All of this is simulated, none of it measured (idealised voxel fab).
process module | voxel ribs on slabs
cross-section cut | 270 nm wide | cells 5 nm
A cross-section is a grid of square cells, given in bands from the top down. A band is one or more rows of cells.
Each band's line starts with the height of the band's top and of its bottom, in nm. Then come its materials from left to right, each with its width in nm. One material with "throughout" fills the band from edge to edge. "air" is empty space.
Height 0 is the level under which the wafer as received is all one material. The lowest band goes on downwards, as in "0 down".
A width such as "30 to 40" changes by the same amount from each row of cells to the next, from the band's top row to its bottom row.
"no change" after a step means that no cell of the cross-section changed.
closed voids: empty space of 8 cells or more with no open way to the top, each as width x height at its distance from the left edge, in nm
after a step's settings: what the simulator itself notes on the step
overlay nm, on a step with a mask: how far to the right of its planned place the mask lay; to the left if negative
plan
1 op RECEIVE | material Si
2 op DIRECTIONAL_DEP | material SiO2 | thk nm 30
3 op DIRECTIONAL_DEP | material polySi | thk nm 20
4 op PATTERN | tone cover | mask id RIB | material resist | width nm 20 | thk nm 15 | overlay nm 0
5 op DIRECTIONAL_ETCH | etch materials polySi | depth nm 5
6 op STRIP | etch materials resist
7 op DIRECTIONAL_DEP | material aC | thk nm 15
8 op PATTERN | tone cover | mask id SLAB | material resist | width nm 50 | thk nm 35 | overlay nm 0
9 op DIRECTIONAL_ETCH | etch materials aC | depth nm 15
10 op STRIP | etch materials resist
11 op DIRECTIONAL_ETCH | etch materials polySi | depth nm 15
12 op STRIP | etch materials aC
13 op FILL_DEP | material SiO2 | thk nm 25
14 op CMP | height nm 65
15 op DIRECTIONAL_DEP | material TiN | thk nm 5
16 op PATTERN | tone cover | mask id HEATER | material resist | width nm 30 | thk nm 15 | overlay nm 0
17 op DIRECTIONAL_ETCH | etch materials TiN | depth nm 5
18 op STRIP | etch materials resist
19 op CONFORMAL_DEP | material SiO2 | thk nm 10
varied across the wafers: thk nm of step 15. The plan shows the first wafer's value. All wafers start alike
first wafer as received, after step 1
  0 down: Si throughout
  closed voids: none
each wafer at the end: cells of each material gained (+) or lost (-) since it was received, then its closed voids
thk nm 5 | +780 SiO2 | +6 TiN | +34 polySi | closed voids: none
thk nm 10 | +780 SiO2 | +60 TiN | +34 polySi | closed voids: none
thk nm 15 | +780 SiO2 | +114 TiN | +34 polySi | closed voids: none
thk nm 20 | +780 SiO2 | +168 TiN | +34 polySi | closed voids: none
